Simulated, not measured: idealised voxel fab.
The process module presented herein is designated voxel gate over fins.
cross-section cut | 290 nm wide | cells 5 nm
Cross-section format: a grid of square cells, given as bands from top to bottom; each band is one or more rows of cells.
Top, bottom (nm), then materials left to right with widths (nm); lone material tagged "edge to edge" fills the whole band edge to edge; "air" = empty space.
Heights are reckoned from 0. Under this level, the received wafer is all of one material. The bottommost band is open-ended downward, for example "0 and below".
The notation "30->40" denotes a width that varies across the rows of cells in the band, beginning at the first number in the top row, finishing at the second number in the bottom row, and changing by an identical amount from each row to the next.
Key: "stayed the same" - step with no changed cell in the cross-section.
In the "Sealed cavities" entry, you get each enclosed empty space of 8 cells or more, one with no open way to the top, written width x height at distance, distance from the left edge, in nm.
Step line, after settings: the simulator's comment on this step.
overlay nm: step with mask; distance mask lay right of planned place; negative value = left of planned place.
THE PLANNED PROCESS STEPS ARE ENUMERATED HEREUNDER
step 1: RECEIVE [material Si]
step 2: CONFORMAL_DEP [material SiN] [thk nm 5]
step 3: PATTERN [tone cover] [mask id FINS] [material resist] [width nm 15] [pitch nm 35] [thk nm 20] [overlay nm 0]
step 4: DIRECTIONAL_ETCH [etch materials SiN] [depth nm 5]
step 5: DIRECTIONAL_ETCH [etch materials Si] [depth nm 35]
step 6: STRIP [etch materials resist]
step 7: FILL_DEP [material SiO2] [thk nm 5]
step 8: CMP [height nm 5]
step 9: SELECTIVE_ETCH [etch materials SiO2] [depth nm 20]
step 10: STRIP [etch materials SiN]
step 11: CONFORMAL_DEP [material HfO2] [thk nm 5]
step 12: CONFORMAL_DEP [material TiN] [thk nm 5]
step 13: CONFORMAL_DEP [material TiAl] [thk nm 5]
step 14: CONFORMAL_DEP [material TiN] [thk nm 5]
step 15: FILL_DEP [material W] [thk nm 10]
step 16: CMP [height nm 25]
step 17: CONFORMAL_DEP [material SiCN] [thk nm 5]
CROSS-SECTION OF THE WAFER UPON ARRIVAL, REPRESENTING THE STATE REACHED AFTER STEP 1
> 0 and below | Si edge to edge
> Sealed cavities: none
THE FIRST OF THE TWO WAFERS AS SEEN IN CROSS-SECTION ONCE THE MODULE WAS FINISHED; PROCESSING FOLLOWED THE PLAN
> 30 down to 25 | SiCN edge to edge
> 25 down to 20 | W edge to edge
> 20 down to 15 | 80 W  125 TiN  85 W
> 15 down to 10 | 80 W  5 TiN  115 TiAl  5 TiN  85 W
> 10 down to 5 | 80 W  5 TiN  5 TiAl  105 TiN  5 TiAl  5 TiN  85 W
> 5 down to 0 | 85 TiN  5 TiAl  5 TiN  25 HfO2  10 TiN  25 HfO2  10 TiN  25 HfO2  5 TiN  5 TiAl  90 TiN
> 0 down to -5 | 90 TiAl  5 TiN  5 HfO2  15 Si  5 HfO2  10 TiN  5 HfO2  15 Si  5 HfO2  10 TiN  5 HfO2  15 Si  5 HfO2  5 TiN  95 TiAl
> -5 down to -10 | 95 TiN  5 HfO2  15 Si  5 HfO2  10 TiN  5 HfO2  15 Si  5 HfO2  10 TiN  5 HfO2  15 Si  5 HfO2  100 TiN
> -10 down to -15 | 100 HfO2  15 Si  20 HfO2  15 Si  20 HfO2  15 Si  105 HfO2
> -15 down to -35 | 100 SiO2  15 Si  20 SiO2  15 Si  20 SiO2  15 Si  105 SiO2
> -35 and below | Si edge to edge
> Sealed cavities: none
SAME START, SAME PLAN AS THE FIRST WAFER - BUT ONE MISTAKE IN THE RUN. CROSS-SECTION OF THE SECOND OF THE TWO AT THE END OF THE MODULE
> 30 down to 25 | SiCN edge to edge
> 25 down to 20 | W edge to edge
> 20 down to 15 | 75 W  125 TiN  90 W
> 15 down to 10 | 75 W  5 TiN  115 TiAl  5 TiN  90 W
> 10 down to 5 | 75 W  5 TiN  5 TiAl  105 TiN  5 TiAl  5 TiN  90 W
> 5 down to 0 | 80 TiN  5 TiAl  5 TiN  25 HfO2  10 TiN  25 HfO2  10 TiN  25 HfO2  5 TiN  5 TiAl  95 TiN
> 0 down to -5 | 85 TiAl  5 TiN  5 HfO2  15 Si  5 HfO2  10 TiN  5 HfO2  15 Si  5 HfO2  10 TiN  5 HfO2  15 Si  5 HfO2  5 TiN  100 TiAl
> -5 down to -10 | 90 TiN  5 HfO2  15 Si  5 HfO2  10 TiN  5 HfO2  15 Si  5 HfO2  10 TiN  5 HfO2  15 Si  5 HfO2  105 TiN
> -10 down to -15 | 95 HfO2  15 Si  20 HfO2  15 Si  20 HfO2  15 Si  110 HfO2
> -15 down to -35 | 95 SiO2  15 Si  20 SiO2  15 Si  20 SiO2  15 Si  110 SiO2
> -35 and below | Si edge to edge
> Sealed cavities: none
What went wrong in running the wafer? it should be noted that step 3 was executed with settings other than those planned, the operation and settings actually applied being PATTERN [tone cover] [mask id FINS] [material resist] [width nm 15] [pitch nm 35] [thk nm 20] [overlay nm -5]
End check, second vs first wafer: material counts in cells match, positions do not.
